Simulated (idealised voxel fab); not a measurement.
process module | voxel spacer lines
cross-section cut | 175 nm wide | cells 5 nm
A cross-section is a grid of square cells, given in bands from the top down. A band is one or more rows of cells.
Each band's line starts with the height of the band's top and of its bottom, in nm. Then come its materials from left to right, each with its width in nm. One material with "throughout" fills the band from edge to edge. "air" is empty space.
Height 0 is the level under which the wafer as received is all one material. The lowest band goes on downwards, as in "0 down".
A width such as "30 to 40" changes by the same amount from each row of cells to the next, from the band's top row to its bottom row.
"no change" after a step means that no cell of the cross-section changed.
closed voids: empty space of 8 cells or more with no open way to the top, each as width x height at its distance from the left edge, in nm
after a step's settings: what the simulator itself notes on the step
overlay nm, on a step with a mask: how far to the right of its planned place the mask lay; to the left if negative
plan
1 op RECEIVE | material Si
2 op CONFORMAL_DEP | material Al2O3 | thk nm 5
3 op DIRECTIONAL_DEP | material W | thk nm 15
4 op DIRECTIONAL_DEP | material aC | thk nm 30
5 op PATTERN | tone cover | mask id MANDREL | material resist | width nm 15 | pitch nm 70 | thk nm 35 | overlay nm 0
6 op DIRECTIONAL_ETCH | etch materials aC | depth nm 30
7 op STRIP | etch materials resist
8 op CONFORMAL_DEP | material SiN | thk nm 15
9 op DIRECTIONAL_ETCH | etch materials SiN | depth nm 15
10 op STRIP | etch materials aC
11 op DIRECTIONAL_ETCH | etch materials W | depth nm 15
12 op STRIP | etch materials SiN
13 op FILL_DEP | material SiO2 | thk nm 5
14 op CMP | height nm 20
varied across the wafers: width nm of step 5. The plan shows the first wafer's value. All wafers start alike
first wafer as received, after step 1
  0 down: Si throughout
  closed voids: none
each wafer at the end: cells of each material gained (+) or lost (-) since it was received, then its closed voids
width nm 15 | +35 Al2O3 | +69 SiO2 | +36 W | closed voids: none
width nm 20 | +35 Al2O3 | +69 SiO2 | +36 W | closed voids: none
width nm 25 | +35 Al2O3 | +69 SiO2 | +36 W | closed voids: none
width nm 30 | +35 Al2O3 | +69 SiO2 | +36 W | closed voids: none
width nm 35 | +35 Al2O3 | +69 SiO2 | +36 W | closed voids: none
